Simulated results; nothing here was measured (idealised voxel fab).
The following is a process module called voxel gate over fins.
The figure presents cross-section cut, which has a width of 280 nm and is divided into square cells with an edge length of 5 nm.
Heads up, the way a cross-section reads in here is a grid of square cells, handed over as bands from the top down, with every band being one or more rows of cells.
Look at the band entry: it leads with the top's height and the bottom's height in nm. Then it lists the materials left to right, with a width in nm for each. The word "edge to edge" on a single material says that material fills the band edge to edge. The word "blank" is empty space.
We count height from 0. Below that, the starting wafer is all one material. The lowest band never ends at the bottom but goes on down; see "top 0, no bottom" for how that is written.
Read "30->40" as a graded width: first number on top, second number at the bottom, same change between each pair of neighbouring rows.
Where a step carries "remained the same", the cross-section came out of it unchanged, cell for cell.
For the entry "Voids, enclosed", the listed items are empty spaces with no open way to the top whose size is 8 cells or more; each item follows the pattern width x height at distance, where distance is from the left edge and all three are in nm.
If you see something after the settings on a step's line, that's the simulator's own remark about that step.
overlay nm, on a step with a mask: how far to the right of its planned place the mask lay; to the left if negative

# Listed below are the process steps as planned
1,RECEIVE,material Si
2,CONFORMAL_DEP,material SiN,thk nm 10
3,MASKED_ETCH,tone cover,mask id FINS,width nm 15,pitch nm 55,etch materials SiN,depth nm 10,overlay nm 0
4,MASKED_ETCH,tone cover,mask id FINS,width nm 15,pitch nm 55,etch materials Si,depth nm 40,overlay nm 0
5,FILL_DEP,material SiO2,thk nm 15
6,CMP,height nm 10
7,DIRECTIONAL_DEP,material aC,thk nm 10
8,PATTERN,tone open,mask id RAIL,material resist,width nm 15,thk nm 25,overlay nm 0
9,DIRECTIONAL_ETCH,etch materials aC,depth nm 10
10,STRIP,etch materials resist
11,DIRECTIONAL_ETCH,etch materials SiO2,depth nm 45
12,STRIP,etch materials aC
13,CONFORMAL_DEP,material TiN,thk nm 5
14,FILL_DEP,material Ru,thk nm 5
15,CMP,height nm 10
16,SELECTIVE_ETCH,etch materials W Ru TiN,depth nm 30
17,FILL_DEP,material SiO2,thk nm 5
18,CMP,height nm 10
19,SELECTIVE_ETCH,etch materials SiO2,depth nm 25
20,STRIP,etch materials SiN
21,CONFORMAL_DEP,material HfO2,thk nm 5
22,CONFORMAL_DEP,material TiN,thk nm 5
23,CONFORMAL_DEP,material TiAl,thk nm 5
24,CONFORMAL_DEP,material TiN,thk nm 5
25,FILL_DEP,material W,thk nm 15
26,CMP,height nm 30
27,CONFORMAL_DEP,material SiN,thk nm 10

# This is the cross-section of the wafer as we received it, i.e. after step 1
- top 0, no bottom: Si edge to edge
- Voids, enclosed: none

# The module was run from the start shown above using the plan shown above, but one mistake was made doing it; the resulting wafer cross-section is below
- top 40, bottom 30: SiN edge to edge
- top 30, bottom 20: W edge to edge
- top 20, bottom 15: W=30  TiN=220  W=30
- top 15, bottom 10: W=30  TiN=5  TiAl=45  TiN=10  TiAl=45  TiN=10  TiAl=45  TiN=10  TiAl=45  TiN=5  W=30
- top 10, bottom 5: W=30  TiN=5  TiAl=5  TiN=35  TiAl=5  TiN=10  TiAl=5  TiN=35  TiAl=5  TiN=10  TiAl=5  TiN=35  TiAl=5  TiN=10  TiAl=5  TiN=35  TiAl=5  TiN=5  W=30
- top 5, bottom 0: TiN=35  TiAl=5  TiN=5  HfO2=25  TiN=5  TiAl=5  TiN=10  TiAl=5  TiN=5  HfO2=25  TiN=5  TiAl=5  TiN=10  TiAl=5  TiN=5  HfO2=25  TiN=5  TiAl=5  TiN=10  TiAl=5  TiN=5  HfO2=25  TiN=5  TiAl=5  TiN=35
- top 0, bottom -5: TiAl=40  TiN=5  HfO2=5  Si=15  HfO2=5  TiN=5  TiAl=20  TiN=5  HfO2=5  Si=15  HfO2=5  TiN=5  TiAl=20  TiN=5  HfO2=5  Si=15  HfO2=5  TiN=5  TiAl=20  TiN=5  HfO2=5  Si=15  HfO2=5  TiN=5  TiAl=40
- top -5, bottom -10: TiN=45  HfO2=5  Si=15  HfO2=5  TiN=30  HfO2=5  Si=15  HfO2=5  TiN=30  HfO2=5  Si=15  HfO2=5  TiN=30  HfO2=5  Si=15  HfO2=5  TiN=45
- top -10, bottom -15: HfO2=50  Si=15  HfO2=40  Si=15  HfO2=40  Si=15  HfO2=40  Si=15  HfO2=50
- top -15, bottom -20: SiO2=50  Si=15  SiO2=40  Si=15  SiO2=40  Si=15  SiO2=40  Si=15  SiO2=50
- top -20, bottom -30: SiO2=50  Si=15  SiO2=20  TiN=5  Ru=5  TiN=5  SiO2=5  Si=15  SiO2=40  Si=15  SiO2=40  Si=15  SiO2=50
- top -30, bottom -35: SiO2=50  Si=15  SiO2=20  TiN=15  SiO2=5  Si=15  SiO2=40  Si=15  SiO2=40  Si=15  SiO2=50
- top -35, bottom -40: SiO2=50  Si=15  SiO2=40  Si=15  SiO2=40  Si=15  SiO2=40  Si=15  SiO2=50
- top -40, no bottom: Si edge to edge
- Voids, enclosed: none
In executing the process, a mistake was made relative to the plan: step 8 off recipe, ran as PATTERN,tone open,mask id RAIL,material resist,width nm 15,thk nm 25,overlay nm 10
